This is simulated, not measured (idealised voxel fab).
The name of this process module is voxel ribs on slabs.
Xsec cut, 225 nm wide, square cell size 5 nm.
Heads up, the way a cross-section reads in here is a grid of square cells, handed over as bands from the top down, with every band being one or more rows of cells.
Look at the band entry: it leads with the top's height and the bottom's height in nm. Then it lists the materials left to right, with a width in nm for each. The word "all across" on a single material says that material fills the band edge to edge. The word "blank" is empty space.
Heights are reckoned from 0. Under this level, the received wafer is all of one material. The bottommost band is open-ended downward, for example "z 0 and below".
Note: "30..40" means the width goes from the first number (top row of the band) to the second number (bottom row) in equal steps per row of cells.
A step reported as "remained unchanged" is a step in which no cell of the cross-section changed.
Empty spaces without an open route to the top, at least 8 cells in extent, make up the entry "Closed cavities"; each is given as width x height at distance, where the distance is measured from the left edge, and all are in nm.
Where a step's line continues beyond its settings, the continuation is a remark by the simulator itself on that step.
overlay nm: step with mask; distance mask lay right of planned place; negative value = left of planned place.
### Steps in the process plan
1. RECEIVE (material Si)
2. DIRECTIONAL_DEP (material SiO2; thk nm 25)
3. DIRECTIONAL_DEP (material SiN; thk nm 15)
4. DIRECTIONAL_DEP (material aC; thk nm 15)
5. PATTERN (tone cover; mask id RIB; material resist; width nm 15; thk nm 35; overlay nm 0)
6. DIRECTIONAL_ETCH (etch materials aC; depth nm 15)
7. STRIP (etch materials resist)
8. DIRECTIONAL_ETCH (etch materials SiN; depth nm 10)
9. STRIP (etch materials aC)
10. MASKED_ETCH (tone cover; mask id SLAB; width nm 55; etch materials SiN; depth nm 5; overlay nm 0)
11. FILL_DEP (material SiO2; thk nm 20)
12. CMP (height nm 55)
13. DIRECTIONAL_DEP (material TiN; thk nm 5)
14. PATTERN (tone cover; mask id HEATER; material resist; width nm 25; thk nm 20; overlay nm 0)
15. DIRECTIONAL_ETCH (etch materials TiN; depth nm 5)
16. STRIP (etch materials resist)
17. CONFORMAL_DEP (material SiN; thk nm 10)
### The first of the two wafers, which ran as planned
### Received-state cross-section, reflecting completion of step 1
z 0 and below | Si all across
Closed cavities: none
### After step 2: wafer cross-section
z 25 to 0 | SiO2 all across
Everything under 0 stays put, no change at all.
### After step 3: wafer cross-section
z 40 to 25 | SiN all across
Everything under 25 stays put, no change at all.
### After step 4: wafer cross-section
z 55 to 40 | aC all across
Everything under 40 stays put, no change at all.
### After step 5: wafer cross-section
z 90 to 55 | blank=105, then resist=15, then blank=105
Everything under 55 stays put, no change at all.
### After step 6: wafer cross-section
z 75 to 55 | blank=105, then resist=15, then blank=105
z 55 to 40 | blank=105, then aC=15, then blank=105
Everything under 40 stays put, no change at all.
### After step 7: wafer cross-section
z 55 to 40 | blank=105, then aC=15, then blank=105
Everything under 40 stays put, no change at all.
### After step 8: wafer cross-section
z 55 to 40 | blank=105, then aC=15, then blank=105
z 40 to 30 | blank=105, then SiN=15, then blank=105
Everything under 30 stays put, no change at all.
### After step 9: wafer cross-section
z 40 to 30 | blank=105, then SiN=15, then blank=105
Everything under 30 stays put, no change at all.
### After step 10: wafer cross-section
z 40 to 30 | blank=105, then SiN=15, then blank=105
z 30 to 25 | blank=85, then SiN=55, then blank=85
Everything under 25 stays put, no change at all.
### After step 11: wafer cross-section
z 60 to 40 | SiO2 all across
z 40 to 30 | SiO2=105, then SiN=15, then SiO2=105
z 30 to 25 | SiO2=85, then SiN=55, then SiO2=85
Everything under 25 stays put, no change at all.
### After step 12: wafer cross-section
z 55 to 40 | SiO2 all across
Everything under 40 stays put, no change at all.
### After step 13: wafer cross-section
z 60 to 55 | TiN all across
Everything under 55 stays put, no change at all.
### After step 14: wafer cross-section
z 80 to 60 | blank=100, then resist=25, then blank=100
Everything under 60 stays put, no change at all.
### After step 15: wafer cross-section
z 80 to 60 | blank=100, then resist=25, then blank=100
z 60 to 55 | blank=100, then TiN=25, then blank=100
Everything under 55 stays put, no change at all.
### After step 16: wafer cross-section
z 60 to 55 | blank=100, then TiN=25, then blank=100
Everything under 55 stays put, no change at all.
### After step 17: wafer cross-section
z 70 to 65 | blank=90, then SiN=45, then blank=90
z 65 to 60 | SiN all across
z 60 to 55 | SiN=100, then TiN=25, then SiN=100
Everything under 55 stays put, no change at all.
### Second wafer, same starting conditions and recipe as the first, one mistake in executing it, nothing differs from the first up to and including step 16
### Second wafer, section view, time point: scheduled end of step 17
z 70 to 65 | blank=90, then TiN=45, then blank=90
z 65 to 55 | TiN all across
Everything under 55 stays put, no change at all.
Processing error: heads up, step 17 didn't go per plan, it actually ran as CONFORMAL_DEP (material TiN; thk nm 10)
Wrapping up, a cell-based count of both wafers puts the second over or under the first for these materials: -94 SiN, +94 TiN
